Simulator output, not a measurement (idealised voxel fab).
Presented below is a process module, voxel capacitor over wiring.
cross-section cut | 210 nm wide | cells 5 nm
In what follows, cross-sections appear as grids of square cells, described through bands that run from the top down, where every band is one or more rows of cells. Read a band's entry like this: the first values are the height of its top and the height of its bottom in nm, and what follows is the sequence of materials from left to right, each with its width in nm. Note that "air" is empty space, and that a single material marked "full width" reaches across the band from edge to edge. Heights are reckoned from 0. Under this level, the received wafer is all of one material. The bottommost band is open-ended downward, for example "0 and below". Think of "30 to 40" as a width that walks from the first number to the second as you go down the band, top row to bottom row, taking equal-sized steps from row to row. A step reported as "remained unchanged" is a step in which no cell of the cross-section changed. If an empty space has no open way to the top and is at least 8 cells in size, "Enclosed void catalog" lists it, written width x height at distance, where distance is measured from the left edge and every value is in nm. If you see something after the settings on a step's line, that's the simulator's own remark about that step. Regarding "overlay nm": on a step with a mask, it is the distance the mask lay to the right of its planned place; a negative value places it to the left.

# The process steps that were planned are listed below
- 1: RECEIVE: material Si
- 2: CONFORMAL_DEP: material SiO2, thk nm 15
- 3: CONFORMAL_DEP: material SiCN, thk nm 5
- 4: DIRECTIONAL_DEP: material SiO2, thk nm 25
- 5: MASKED_ETCH: tone open, mask id METAL_1, width nm 25, pitch nm 75, etch materials SiO2, depth nm 25, overlay nm 0
- 6: MASKED_ETCH: tone open, mask id METAL_1, width nm 25, pitch nm 75, etch materials SiCN, depth nm 5, overlay nm 0
- 7: CONFORMAL_DEP: material TiN, thk nm 5
- 8: FILL_DEP: material W, thk nm 10
- 9: CMP: height nm 45
- 10: EPI: material Ru, thk nm 5
- 11: FILL_DEP: material SiCN, thk nm 5
- 12: DIRECTIONAL_DEP: material SiO2, thk nm 10
- 13: MASKED_ETCH: tone open, mask id PLUG_1, width nm 15, etch materials SiO2, depth nm 10, overlay nm 0
- 14: MASKED_ETCH: tone open, mask id PLUG_1, width nm 15, etch materials SiCN, depth nm 5, overlay nm 0
- 15: CONFORMAL_DEP: material TiN, thk nm 5
- 16: FILL_DEP: material W, thk nm 5
- 17: CMP: height nm 65
- 18: DIRECTIONAL_DEP: material TiN, thk nm 10
- 19: DIRECTIONAL_DEP: material Al2O3, thk nm 5
- 20: DIRECTIONAL_DEP: material TiN, thk nm 10
- 21: PATTERN: tone cover, mask id UPPER_PLATE, material resist, width nm 55, thk nm 20, overlay nm 0
- 22: DIRECTIONAL_ETCH: etch materials TiN, depth nm 10
- 23: DIRECTIONAL_ETCH: etch materials Al2O3, depth nm 5
- 24: STRIP: etch materials resist
- 25: PATTERN: tone cover, mask id LOWER_PLATE, material resist, width nm 65, thk nm 15, overlay nm 0
- 26: DIRECTIONAL_ETCH: etch materials TiN, depth nm 10
- 27: STRIP: etch materials resist
- 28: FILL_DEP: material SiO2, thk nm 20
- 29: CMP: height nm 105
- 30: PATTERN: tone open, mask id PLUG_2, material resist, width nm 15, thk nm 20, overlay nm 0
- 31: DIRECTIONAL_ETCH: etch materials SiO2, depth nm 15
- 32: STRIP: etch materials resist
- 33: CONFORMAL_DEP: material TiN, thk nm 5
- 34: FILL_DEP: material Ru, thk nm 5
- 35: CMP: height nm 105
- 36: CONFORMAL_DEP: material SiCN, thk nm 5

# Wafer, first of two, run as planned

# Step 1 complete: cross-section of the wafer as received
* 0 and below | Si full width
* Enclosed void catalog: none

# After step 2, in cross-section
* 15 down to 0 | SiO2 full width
* Beneath the level 0, the cross-section is identical to its previous state.

# After step 3, in cross-section
* 20 down to 15 | SiCN full width
* Beneath the level 15, the cross-section is identical to its previous state.

# After step 4, in cross-section
* 45 down to 20 | SiO2 full width
* Beneath the level 20, the cross-section is identical to its previous state.

# After step 5, in cross-section
* 45 down to 20 | 55 nm SiO2, 25 nm air, 50 nm SiO2, 25 nm air, 55 nm SiO2
* Beneath the level 20, the cross-section is identical to its previous state.

# After step 6, in cross-section
* 45 down to 20 | 55 nm SiO2, 25 nm air, 50 nm SiO2, 25 nm air, 55 nm SiO2
* 20 down to 15 | 55 nm SiCN, 25 nm air, 50 nm SiCN, 25 nm air, 55 nm SiCN
* Beneath the level 15, the cross-section is identical to its previous state.

# After step 7, in cross-section
* 50 down to 45 | 60 nm TiN, 15 nm air, 60 nm TiN, 15 nm air, 60 nm TiN
* 45 down to 20 | 55 nm SiO2, 5 nm TiN, 15 nm air, 5 nm TiN, 50 nm SiO2, 5 nm TiN, 15 nm air, 5 nm TiN, 55 nm SiO2
* 20 down to 15 | 55 nm SiCN, 25 nm TiN, 50 nm SiCN, 25 nm TiN, 55 nm SiCN
* Beneath the level 15, the cross-section is identical to its previous state.

# After step 8, in cross-section
* 60 down to 50 | W full width
* 50 down to 45 | 60 nm TiN, 15 nm W, 60 nm TiN, 15 nm W, 60 nm TiN
* 45 down to 20 | 55 nm SiO2, 5 nm TiN, 15 nm W, 5 nm TiN, 50 nm SiO2, 5 nm TiN, 15 nm W, 5 nm TiN, 55 nm SiO2
* Beneath the level 20, the cross-section is identical to its previous state.

# After step 9, in cross-section
* 45 down to 20 | 55 nm SiO2, 5 nm TiN, 15 nm W, 5 nm TiN, 50 nm SiO2, 5 nm TiN, 15 nm W, 5 nm TiN, 55 nm SiO2
* Beneath the level 20, the cross-section is identical to its previous state.

# After step 10, in cross-section
* 50 down to 45 | 50 nm air, 35 nm Ru, 40 nm air, 35 nm Ru, 50 nm air
* Beneath the level 45, the cross-section is identical to its previous state.

# After step 11, in cross-section
* 55 down to 50 | SiCN full width
* 50 down to 45 | 50 nm SiCN, 35 nm Ru, 40 nm SiCN, 35 nm Ru, 50 nm SiCN
* Beneath the level 45, the cross-section is identical to its previous state.

# After step 12, in cross-section
* 65 down to 55 | SiO2 full width
* Beneath the level 55, the cross-section is identical to its previous state.

# After step 13, in cross-section
* 65 down to 55 | 65 nm SiO2, 15 nm air, 130 nm SiO2
* Beneath the level 55, the cross-section is identical to its previous state.

# After step 14, in cross-section
* 65 down to 55 | 65 nm SiO2, 15 nm air, 130 nm SiO2
* 55 down to 50 | 65 nm SiCN, 15 nm air, 130 nm SiCN
* Beneath the level 50, the cross-section is identical to its previous state.

# After step 15, in cross-section
* 70 down to 65 | 70 nm TiN, 5 nm air, 135 nm TiN
* 65 down to 55 | 65 nm SiO2, 5 nm TiN, 5 nm air, 5 nm TiN, 130 nm SiO2
* 55 down to 50 | 65 nm SiCN, 15 nm TiN, 130 nm SiCN
* Beneath the level 50, the cross-section is identical to its previous state.

# After step 16, in cross-section
* 75 down to 70 | W full width
* 70 down to 65 | 70 nm TiN, 5 nm W, 135 nm TiN
* 65 down to 55 | 65 nm SiO2, 5 nm TiN, 5 nm W, 5 nm TiN, 130 nm SiO2
* Beneath the level 55, the cross-section is identical to its previous state.

# After step 17, in cross-section
* 65 down to 55 | 65 nm SiO2, 5 nm TiN, 5 nm W, 5 nm TiN, 130 nm SiO2
* Beneath the level 55, the cross-section is identical to its previous state.

# After step 18, in cross-section
* 75 down to 65 | TiN full width
* Beneath the level 65, the cross-section is identical to its previous state.

# After step 19, in cross-section
* 80 down to 75 | Al2O3 full width
* Beneath the level 75, the cross-section is identical to its previous state.

# After step 20, in cross-section
* 90 down to 80 | TiN full width
* Beneath the level 80, the cross-section is identical to its previous state.

# After step 21, in cross-section
* 110 down to 90 | 65 nm air, 55 nm resist, 90 nm air
* Beneath the level 90, the cross-section is identical to its previous state.

# After step 22, in cross-section
* 110 down to 90 | 65 nm air, 55 nm resist, 90 nm air
* 90 down to 80 | 65 nm air, 55 nm TiN, 90 nm air
* Beneath the level 80, the cross-section is identical to its previous state.

# After step 23, in cross-section
* 110 down to 90 | 65 nm air, 55 nm resist, 90 nm air
* 90 down to 80 | 65 nm air, 55 nm TiN, 90 nm air
* 80 down to 75 | 65 nm air, 55 nm Al2O3, 90 nm air
* Beneath the level 75, the cross-section is identical to its previous state.

# After step 24, in cross-section
* 90 down to 80 | 65 nm air, 55 nm TiN, 90 nm air
* Beneath the level 80, the cross-section is identical to its previous state.

# After step 25, in cross-section
* 105 down to 90 | 60 nm air, 65 nm resist, 85 nm air
* 90 down to 80 | 60 nm air, 5 nm resist, 55 nm TiN, 5 nm resist, 85 nm air
* 80 down to 75 | 60 nm air, 5 nm resist, 55 nm Al2O3, 5 nm resist, 85 nm air
* Beneath the level 75, the cross-section is identical to its previous state.

# After step 26, in cross-section
* 105 down to 90 | 60 nm air, 65 nm resist, 85 nm air
* 90 down to 80 | 60 nm air, 5 nm resist, 55 nm TiN, 5 nm resist, 85 nm air
* 80 down to 75 | 60 nm air, 5 nm resist, 55 nm Al2O3, 5 nm resist, 85 nm air
* 75 down to 65 | 60 nm air, 65 nm TiN, 85 nm air
* Beneath the level 65, the cross-section is identical to its previous state.

# After step 27, in cross-section
* 90 down to 80 | 65 nm air, 55 nm TiN, 90 nm air
* 80 down to 75 | 65 nm air, 55 nm Al2O3, 90 nm air
* Beneath the level 75, the cross-section is identical to its previous state.

# After step 28, in cross-section
* 110 down to 90 | SiO2 full width
* 90 down to 80 | 65 nm SiO2, 55 nm TiN, 90 nm SiO2
* 80 down to 75 | 65 nm SiO2, 55 nm Al2O3, 90 nm SiO2
* 75 down to 65 | 60 nm SiO2, 65 nm TiN, 85 nm SiO2
* Beneath the level 65, the cross-section is identical to its previous state.

# After step 29, in cross-section
* 105 down to 90 | SiO2 full width
* Beneath the level 90, the cross-section is identical to its previous state.

# After step 30, in cross-section
* 125 down to 105 | 75 nm resist, 15 nm air, 120 nm resist
* Beneath the level 105, the cross-section is identical to its previous state.

# After step 31, in cross-section
* 125 down to 105 | 75 nm resist, 15 nm air, 120 nm resist
* 105 down to 90 | 75 nm SiO2, 15 nm air, 120 nm SiO2
* Beneath the level 90, the cross-section is identical to its previous state.

# After step 32, in cross-section
* 105 down to 90 | 75 nm SiO2, 15 nm air, 120 nm SiO2
* Beneath the level 90, the cross-section is identical to its previous state.

# After step 33, in cross-section
* 110 down to 105 | 80 nm TiN, 5 nm air, 125 nm TiN
* 105 down to 95 | 75 nm SiO2, 5 nm TiN, 5 nm air, 5 nm TiN, 120 nm SiO2
* 95 down to 90 | 75 nm SiO2, 15 nm TiN, 120 nm SiO2
* Beneath the level 90, the cross-section is identical to its previous state.

# After step 34, in cross-section
* 115 down to 110 | Ru full width
* 110 down to 105 | 80 nm TiN, 5 nm Ru, 125 nm TiN
* 105 down to 95 | 75 nm SiO2, 5 nm TiN, 5 nm Ru, 5 nm TiN, 120 nm SiO2
* Beneath the level 95, the cross-section is identical to its previous state.

# After step 35, in cross-section
* 105 down to 95 | 75 nm SiO2, 5 nm TiN, 5 nm Ru, 5 nm TiN, 120 nm SiO2
* Beneath the level 95, the cross-section is identical to its previous state.

# After step 36, in cross-section
* 110 down to 105 | SiCN full width
* Beneath the level 105, the cross-section is identical to its previous state.

# Wafer two: like wafer one in start and plan, but with one mistake in execution; identical up to and including step 27

# Second wafer: cross-section at the scheduled end of step 28
* 110 down to 90 | Al2O3 full width
* 90 down to 80 | 65 nm Al2O3, 55 nm TiN, 90 nm Al2O3
* 80 down to 75 | Al2O3 full width
* 75 down to 65 | 60 nm Al2O3, 65 nm TiN, 85 nm Al2O3
* Beneath the level 65, the cross-section is identical to its previous state.

# Second wafer: cross-section at the scheduled end of step 29
* 105 down to 90 | Al2O3 full width
* Beneath the level 90, the cross-section is identical to its previous state.

# Second wafer: cross-section at the scheduled end of step 30
* 125 down to 105 | 75 nm resist, 15 nm air, 120 nm resist
* Beneath the level 105, the cross-section is identical to its previous state.

Second wafer: cross-section at the scheduled end of step 31: remained unchanged

# Second wafer: cross-section at the scheduled end of step 32
* 105 down to 90 | Al2O3 full width
* Beneath the level 90, the cross-section is identical to its previous state.

# Second wafer: cross-section at the scheduled end of step 33
* 110 down to 105 | TiN full width
* Beneath the level 105, the cross-section is identical to its previous state.

# Second wafer: cross-section at the scheduled end of step 34
* 115 down to 110 | Ru full width
* Beneath the level 110, the cross-section is identical to its previous state.

# Second wafer: cross-section at the scheduled end of step 35
* 105 down to 90 | Al2O3 full width
* Beneath the level 90, the cross-section is identical to its previous state.

# Second wafer: cross-section at the scheduled end of step 36
* 110 down to 105 | SiCN full width
* Beneath the level 105, the cross-section is identical to its previous state.
What went wrong in running the wafer? off-plan run, step 28, actual operation and settings FILL_DEP: material Al2O3, thk nm 20
Count the cells at the end and the second wafer has more or fewer of some materials than the first: Al2O3: 277 more; Ru: 2 fewer; SiO2: 268 fewer; TiN: 7 fewer
